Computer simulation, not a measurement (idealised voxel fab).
Herein follows the process module entitled voxel fin reveal.
Shown is cross-section cut, with a width of 260 nm and square cells of size 5 nm.
A cross-section is a grid of square cells, given in bands from the top down. A band is one or more rows of cells.
Band: top and bottom heights (nm) first, top before bottom; then materials from left to right, widths in nm. "all across" marks a sole material filling the band edge to edge. "blank" denotes empty space.
The level at which height equals 0 is the one under which the wafer, as it arrives, is entirely one material. No lower edge exists for the bottom band, which continues downward and is notated as in "0 down".
Read "30..40" as a graded width: first number on top, second number at the bottom, same change between each pair of neighbouring rows.
Step marked "nothing got changed"? Then no cell in the cross-section changed in it.
So "Cavities, closed" is basically the list of trapped voids: any empty space of 8 cells or more that can't reach the top through an opening. They're written width x height at distance, the distance being from the left edge, and it's all nm.
If you see something after the settings on a step's line, that's the simulator's own remark about that step.
The "overlay nm" setting may appear on a step's line; for a step that uses a mask, it gives how far to the right of its planned position the mask lay, and a negative value indicates the left.
## So here's the lineup of process steps we planned
1: RECEIVE [material Si]
2: CONFORMAL_DEP [material SiN] [thk nm 10]
3: PATTERN [tone cover] [mask id FINS] [material resist] [width nm 15] [pitch nm 35] [thk nm 20] [overlay nm 0]
4: DIRECTIONAL_ETCH [etch materials SiN] [depth nm 10]
5: DIRECTIONAL_ETCH [etch materials Si] [depth nm 30]
6: STRIP [etch materials resist]
7: OXIDIZE [depth nm 5]
8: FILL_DEP [material SiO2] [thk nm 10]
9: CMP [height nm 10]
10: SELECTIVE_ETCH [etch materials SiO2] [depth nm 25]
11: STRIP [etch materials SiN]
## Delivered wafer in cross-section: state after step 1
    0 down | Si all across
    Cavities, closed: none
## End-of-module XS, first of two wafers, run as planned
    0 to -15 | 75 blank; 5 Si; 30 blank; 5 Si; 30 blank; 5 Si; 30 blank; 5 Si; 75 blank
    -15 to -35 | 75 SiO2; 5 Si; 30 SiO2; 5 Si; 30 SiO2; 5 Si; 30 SiO2; 5 Si; 75 SiO2
    -35 down | Si all across
    Cavities, closed: none
## Cross-section, wafer two of two, end of module: same start and plan as wafer one, one error in execution
    0 to -15 | 75 blank; 5 Si; 30 blank; 5 Si; 30 blank; 5 Si; 30 blank; 5 Si; 75 blank
    -15 to -65 | 75 SiO2; 5 Si; 30 SiO2; 5 Si; 30 SiO2; 5 Si; 30 SiO2; 5 Si; 75 SiO2
    -65 down | Si all across
    Cavities, closed: none
So what did we get wrong on this run? step 5 was run twice
Wafer comparison, final, in cells, second relative to first, materials more or fewer: -288 Si | +288 SiO2
